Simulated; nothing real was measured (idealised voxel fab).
process module | voxel ribs on slabs
Square cell edge 5 nm, section width 145 nm, ID cut.
Bands, listed from the top down, are how a cross-section gets written in this document; the cross-section itself is a grid of square cells, and a band is one or more rows of them.
Band: top height; bottom height; in nm. Then, left to right: material with width in nm, for each material. "edge to edge": a single material spanning edge to edge. "empty": empty space.
Heights are reckoned from 0. Under this level, the received wafer is all of one material. The bottommost band is open-ended downward, for example "0 down".
The width entry "30->40" should be interpreted row by row: the top row of cells in the band takes the first number, the bottom row takes the second number, and the change between adjacent rows is uniform throughout.
"changes: none" after a step means that no cell of the cross-section changed.
"Sealed voids" enumerates empty spaces isolated from the top, with no open way to it, that contain at least 8 cells, giving each as width x height at distance from the left edge, all three in nm.
Heads up: the bit after the settings on a step's line is the simulator's remark on that step.
Each step line may optionally specify "overlay nm", which for a step with a mask gives the rightward distance between the mask's planned place and where it lay, a negative value indicating the leftward direction.
The following list gives the planned process steps
1,RECEIVE (material Si)
2,DIRECTIONAL_DEP (material SiO2; thk nm 25)
3,DIRECTIONAL_DEP (material polySi; thk nm 25)
4,PATTERN (tone cover; mask id RIB; material resist; width nm 20; thk nm 15; overlay nm 0)
5,DIRECTIONAL_ETCH (etch materials polySi; depth nm 15)
6,STRIP (etch materials resist)
7,MASKED_ETCH (tone cover; mask id SLAB; width nm 80; etch materials polySi; depth nm 10; overlay nm 0)
8,FILL_DEP (material SiO2; thk nm 15)
9,CMP (height nm 60)
10,DIRECTIONAL_DEP (material TiN; thk nm 5)
11,PATTERN (tone cover; mask id HEATER; material resist; width nm 30; thk nm 20; overlay nm 0)
12,DIRECTIONAL_ETCH (etch materials TiN; depth nm 5)
13,STRIP (etch materials resist)
14,CONFORMAL_DEP (material SiN; thk nm 5)
Here's what the wafer looked like in cross-section when it arrived - that's after step 1
> 0 down = Si edge to edge
> Sealed voids: none
Cross-section, first of two wafers, end of module, run as planned
> 70 to 65 = 50 nm empty, 40 nm SiN, 55 nm empty
> 65 to 60 = 55 nm SiN, 30 nm TiN, 60 nm SiN
> 60 to 50 = SiO2 edge to edge
> 50 to 35 = 60 nm SiO2, 20 nm polySi, 65 nm SiO2
> 35 to 25 = 30 nm SiO2, 80 nm polySi, 35 nm SiO2
> 25 to 0 = SiO2 edge to edge
> 0 down = Si edge to edge
> Sealed voids: none
Module end: cross-section of wafer two of two. Same start and process plan as the first wafer. One mistake during execution
> 65 to 60 = 55 nm empty, 30 nm TiN, 60 nm empty
> 60 to 50 = SiO2 edge to edge
> 50 to 35 = 60 nm SiO2, 20 nm polySi, 65 nm SiO2
> 35 to 25 = 30 nm SiO2, 80 nm polySi, 35 nm SiO2
> 25 to 0 = SiO2 edge to edge
> 0 down = Si edge to edge
> Sealed voids: none
Diagnosis: step 14 in the plan did not get run; it was skipped
Looking at both finished wafers in cells, the second ends up ahead of or behind the first on some materials: SiN: 31 fewer
